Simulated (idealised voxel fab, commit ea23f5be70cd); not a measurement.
Presented below is a process module, voxel trench capacitor.
Square cell edge 5 nm, section width 160 nm, ID cut.
Cross-section, as written here: a square-cell grid given band by band from the top down, where a band holds one or more rows of cells. Top, bottom (nm), then materials left to right with widths (nm); lone material tagged "throughout" fills the whole band edge to edge; "blank" = empty space. Heads up on the height convention: 0 is the point under which the incoming wafer is all one material, and the lowest band has no bottom, it just keeps going down, like "from 0 down". Top row gets the first number, bottom row gets the second, and each row in between changes by the same step: that is how a band width like "30 to 40" works. "left unchanged" (step): cross-section cells unchanged, all of them. Closed empty spaces (no open way to the top) of 8 cells or more are what "Cavities, sealed" lists, each as width x height at distance from the left edge, nm for all three. Whatever follows a step's settings on its line is a remark the simulator itself makes about that step. overlay nm: for a step with a mask, the amount by which the mask lay right of where it was planned; a negative amount means left of it.
**The following list gives the planned process steps**
1) RECEIVE with material Si
2) CONFORMAL_DEP with material SiN, thk nm 10
3) PATTERN with tone open, mask id TRENCH, material resist, width nm 25, pitch nm 40, thk nm 20, overlay nm 0
4) DIRECTIONAL_ETCH with etch materials SiN, depth nm 10
5) DIRECTIONAL_ETCH with etch materials Si, depth nm 35
6) STRIP with etch materials resist
7) CONFORMAL_DEP with material Al2O3, thk nm 5
8) FILL_DEP with material polySi, thk nm 10
9) CMP with height nm 10
**The following pertains to the first of two wafers, which was processed as planned**
**as received, after step 1**
	from 0 down  Si throughout
	Cavities, sealed: none
**Cross-section through the wafer, step 2 finished**
	from 10 to 0  SiN throughout
	Below 0, the layers are the same as they were.
**Cross-section through the wafer, step 3 finished**
	from 30 to 10  45 resist, then 25 blank, then 15 resist, then 25 blank, then 50 resist
	Below 10, the layers are the same as they were.
**Cross-section through the wafer, step 4 finished**
	from 30 to 10  45 resist, then 25 blank, then 15 resist, then 25 blank, then 50 resist
	from 10 to 0  45 SiN, then 25 blank, then 15 SiN, then 25 blank, then 50 SiN
	Below 0, the layers are the same as they were.
**Cross-section through the wafer, step 5 finished**
	from 30 to 10  45 resist, then 25 blank, then 15 resist, then 25 blank, then 50 resist
	from 10 to 0  45 SiN, then 25 blank, then 15 SiN, then 25 blank, then 50 SiN
	from 0 to -35  45 Si, then 25 blank, then 15 Si, then 25 blank, then 50 Si
	Below -35, the layers are the same as they were.
**Cross-section through the wafer, step 6 finished**
	from 10 to 0  45 SiN, then 25 blank, then 15 SiN, then 25 blank, then 50 SiN
	Below 0, the layers are the same as they were.
**Cross-section through the wafer, step 7 finished**
	from 15 to 10  50 Al2O3, then 15 blank, then 25 Al2O3, then 15 blank, then 55 Al2O3
	from 10 to 0  45 SiN, then 5 Al2O3, then 15 blank, then 5 Al2O3, then 15 SiN, then 5 Al2O3, then 15 blank, then 5 Al2O3, then 50 SiN
	from 0 to -30  45 Si, then 5 Al2O3, then 15 blank, then 5 Al2O3, then 15 Si, then 5 Al2O3, then 15 blank, then 5 Al2O3, then 50 Si
	from -30 to -35  45 Si, then 25 Al2O3, then 15 Si, then 25 Al2O3, then 50 Si
	Below -35, the layers are the same as they were.
**Cross-section through the wafer, step 8 finished**
	from 25 to 15  polySi throughout
	from 15 to 10  50 Al2O3, then 15 polySi, then 25 Al2O3, then 15 polySi, then 55 Al2O3
	from 10 to 0  45 SiN, then 5 Al2O3, then 15 polySi, then 5 Al2O3, then 15 SiN, then 5 Al2O3, then 15 polySi, then 5 Al2O3, then 50 SiN
	from 0 to -30  45 Si, then 5 Al2O3, then 15 polySi, then 5 Al2O3, then 15 Si, then 5 Al2O3, then 15 polySi, then 5 Al2O3, then 50 Si
	Below -30, the layers are the same as they were.
**Cross-section through the wafer, step 9 finished**
	from 10 to 0  45 SiN, then 5 Al2O3, then 15 polySi, then 5 Al2O3, then 15 SiN, then 5 Al2O3, then 15 polySi, then 5 Al2O3, then 50 SiN
	Below 0, the layers are the same as they were.
**Now the other wafer: same start, same recipe, but we messed up one thing when running it. Up to and including step 4 it's the same as the first one**
**Second wafer profile in section, at the moment step 5 of the plan was meant to be complete**
	from 30 to 10  45 resist, then 25 blank, then 15 resist, then 25 blank, then 50 resist
	from 10 to 0  45 SiN, then 25 blank, then 15 SiN, then 25 blank, then 50 SiN
	from 0 to -70  45 Si, then 25 blank, then 15 Si, then 25 blank, then 50 Si
	Below -70, the layers are the same as they were.
**Second wafer profile in section, at the moment step 6 of the plan was meant to be complete**
	from 10 to 0  45 SiN, then 25 blank, then 15 SiN, then 25 blank, then 50 SiN
	Below 0, the layers are the same as they were.
**Second wafer profile in section, at the moment step 7 of the plan was meant to be complete**
	from 15 to 10  50 Al2O3, then 15 blank, then 25 Al2O3, then 15 blank, then 55 Al2O3
	from 10 to 0  45 SiN, then 5 Al2O3, then 15 blank, then 5 Al2O3, then 15 SiN, then 5 Al2O3, then 15 blank, then 5 Al2O3, then 50 SiN
	from 0 to -65  45 Si, then 5 Al2O3, then 15 blank, then 5 Al2O3, then 15 Si, then 5 Al2O3, then 15 blank, then 5 Al2O3, then 50 Si
	from -65 to -70  45 Si, then 25 Al2O3, then 15 Si, then 25 Al2O3, then 50 Si
	Below -70, the layers are the same as they were.
**Second wafer profile in section, at the moment step 8 of the plan was meant to be complete**
	from 25 to 15  polySi throughout
	from 15 to 10  50 Al2O3, then 15 polySi, then 25 Al2O3, then 15 polySi, then 55 Al2O3
	from 10 to 0  45 SiN, then 5 Al2O3, then 15 polySi, then 5 Al2O3, then 15 SiN, then 5 Al2O3, then 15 polySi, then 5 Al2O3, then 50 SiN
	from 0 to -65  45 Si, then 5 Al2O3, then 15 polySi, then 5 Al2O3, then 15 Si, then 5 Al2O3, then 15 polySi, then 5 Al2O3, then 50 Si
	Below -65, the layers are the same as they were.
**Second wafer profile in section, at the moment step 9 of the plan was meant to be complete**
	from 10 to 0  45 SiN, then 5 Al2O3, then 15 polySi, then 5 Al2O3, then 15 SiN, then 5 Al2O3, then 15 polySi, then 5 Al2O3, then 50 SiN
	Below 0, the layers are the same as they were.
Want to know what went wrong? execution of plan step 5 occurred twice
FYI, end of process, the second wafer has more or fewer cells of some materials than the first: +28 Al2O3, -70 Si, +42 polySi
